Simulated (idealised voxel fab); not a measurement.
Name of the process module below: voxel self aligned contacts
Square cell edge 5 nm, section width 175 nm, ID cut.
In what follows, cross-sections appear as grids of square cells, described through bands that run from the top down, where every band is one or more rows of cells. Band: top height; bottom height; in nm. Then, left to right: material with width in nm, for each material. "full width": a single material spanning edge to edge. "empty": empty space. For the purposes of this specification, 0 denotes the height below which the wafer in its as-received condition is composed wholly of one material, and the lowermost band, lacking a lower limit, extends downward without end, as expressed in "0 -> down". Per-row width for "30->40": begins at first number (top row of band), ends at second number (bottom row), increment between rows held constant. "everything unchanged" for a step: no cell of the cross-section changed in that step. This entry, "Enclosed void catalog", enumerates those empty regions of no fewer than 8 cells that possess no open connection to the top. Each region is reported in the form width x height at distance, the distance being taken from the left edge, with all three quantities expressed in nm. Anything after a step's settings on that line? It's the simulator's own note about the step. For masked steps, "overlay nm" on the step line gives how far right of plan the mask actually lay; a minus sign means it lay to the left.

## The following list gives the planned process steps
1. RECEIVE [material Si]
2. OXIDIZE [depth nm 5]
3. DIRECTIONAL_DEP [material polySi] [thk nm 25]
4. DIRECTIONAL_DEP [material SiN] [thk nm 20]
5. MASKED_ETCH [tone cover] [mask id GATE] [width nm 25] [pitch nm 65] [etch materials SiN] [depth nm 20] [overlay nm 0]
6. MASKED_ETCH [tone cover] [mask id GATE] [width nm 25] [pitch nm 65] [etch materials polySi] [depth nm 25] [overlay nm 0]
7. CONFORMAL_DEP [material SiN] [thk nm 10]
8. DIRECTIONAL_ETCH [etch materials SiN] [depth nm 10]
9. FILL_DEP [material SiO2] [thk nm 10]
10. CMP [height nm 50]
11. PATTERN [tone open] [mask id CONTACT] [material resist] [width nm 50] [thk nm 15] [overlay nm 0]
12. DIRECTIONAL_ETCH [etch materials SiO2] [depth nm 55]
13. STRIP [etch materials resist]
14. CONFORMAL_DEP [material TiN] [thk nm 5]
15. FILL_DEP [material W] [thk nm 10]
16. CMP [height nm 50]
17. CONFORMAL_DEP [material SiCN] [thk nm 5]

## So this is the incoming wafer in cross-section - it's already been through step 1
- 0 -> down: Si full width
- Enclosed void catalog: none

## a wafer at the end: this start, this plan, one mistake
- 55 -> 50: SiCN full width
- 50 -> 25: SiN full width
- 25 -> 0: SiN: 40; polySi: 25; SiN: 40; polySi: 25; SiN: 45
- 0 -> -5: SiO2 full width
- -5 -> down: Si full width
- Enclosed void catalog: none
Which mistake was made when the wafer was run? not per plan at step 9, really ran FILL_DEP [material SiN] [thk nm 10]
